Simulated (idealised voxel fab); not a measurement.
The process module presented herein is designated voxel gate over fins.
Cross-sectional view cut (width: 225 nm; square cell size: 5 nm).
Cross-section = grid of square cells, listed top down in bands; band = one or more rows.
The entry gives the band's vertical extent as a top height and a bottom height in nm, then its horizontal make-up as materials from left to right, each with a width in nm. "air" stands for empty space; a single material marked "throughout" fills the band edge to edge.
Height reference: 0 = level under which incoming wafer is all one material. Lowest band: no bottom, runs on downward, e.g. "0 nm and below".
Width spec "30..40" -> top row of cells at first value, bottom row at second value, equal per-row change in between.
Basically "everything unchanged" means that step didn't change any cell in the cross-section.
"Closed void entries": sealed empty spaces, 8 cells or more, no open way to top, listed width x height at distance, with distance from the left edge and width, height and distance in nm.
That trailing text on a step's line, after the settings, is the simulator's own remark on the step.
A step line may carry the setting "overlay nm", which, for steps involving a mask, states the distance by which the mask lay to the right of its intended position; negative values denote displacement to the left.

**The process steps that were planned are listed below**
1. RECEIVE [material Si]
2. CONFORMAL_DEP [material SiN] [thk nm 5]
3. PATTERN [tone cover] [mask id FINS] [material resist] [width nm 15] [pitch nm 45] [thk nm 20] [overlay nm 0]
4. DIRECTIONAL_ETCH [etch materials SiN] [depth nm 5]
5. DIRECTIONAL_ETCH [etch materials Si] [depth nm 35]
6. STRIP [etch materials resist]
7. OXIDIZE [depth nm 5]
8. FILL_DEP [material SiO2] [thk nm 5]
9. CMP [height nm 5]
10. SELECTIVE_ETCH [etch materials SiO2] [depth nm 15]
11. STRIP [etch materials SiN]
12. CONFORMAL_DEP [material HfO2] [thk nm 5]
13. CONFORMAL_DEP [material TiN] [thk nm 5]
14. FILL_DEP [material W] [thk nm 15]
15. CMP [height nm 20]
16. CONFORMAL_DEP [material SiN] [thk nm 10]

**Cross-sectional view of the wafer in its as-received condition, corresponding to the state after step 1**
0 nm and below = Si throughout
Closed void entries: none

**Starting structure and process plan are as shown above, but one mistake was made in running the module; the wafer cross-section at the end of the module follows**
30 nm to 20 nm = SiN throughout
20 nm to 10 nm = W throughout
10 nm to 5 nm = 55 W / 25 TiN / 20 W / 25 TiN / 20 W / 25 TiN / 55 W
5 nm to 0 nm = 55 W / 5 TiN / 15 SiO2 / 5 TiN / 20 W / 5 TiN / 15 SiO2 / 5 TiN / 20 W / 5 TiN / 15 SiO2 / 5 TiN / 55 W
0 nm to -5 nm = 60 TiN / 5 SiO2 / 5 Si / 5 SiO2 / 30 TiN / 5 SiO2 / 5 Si / 5 SiO2 / 30 TiN / 5 SiO2 / 5 Si / 5 SiO2 / 60 TiN
-5 nm to -40 nm = 65 SiO2 / 5 Si / 40 SiO2 / 5 Si / 40 SiO2 / 5 Si / 65 SiO2
-40 nm and below = Si throughout
Closed void entries: none
Here's what went sideways: in deviation from the planned setting, step 12 was conducted as CONFORMAL_DEP [material SiO2] [thk nm 5]
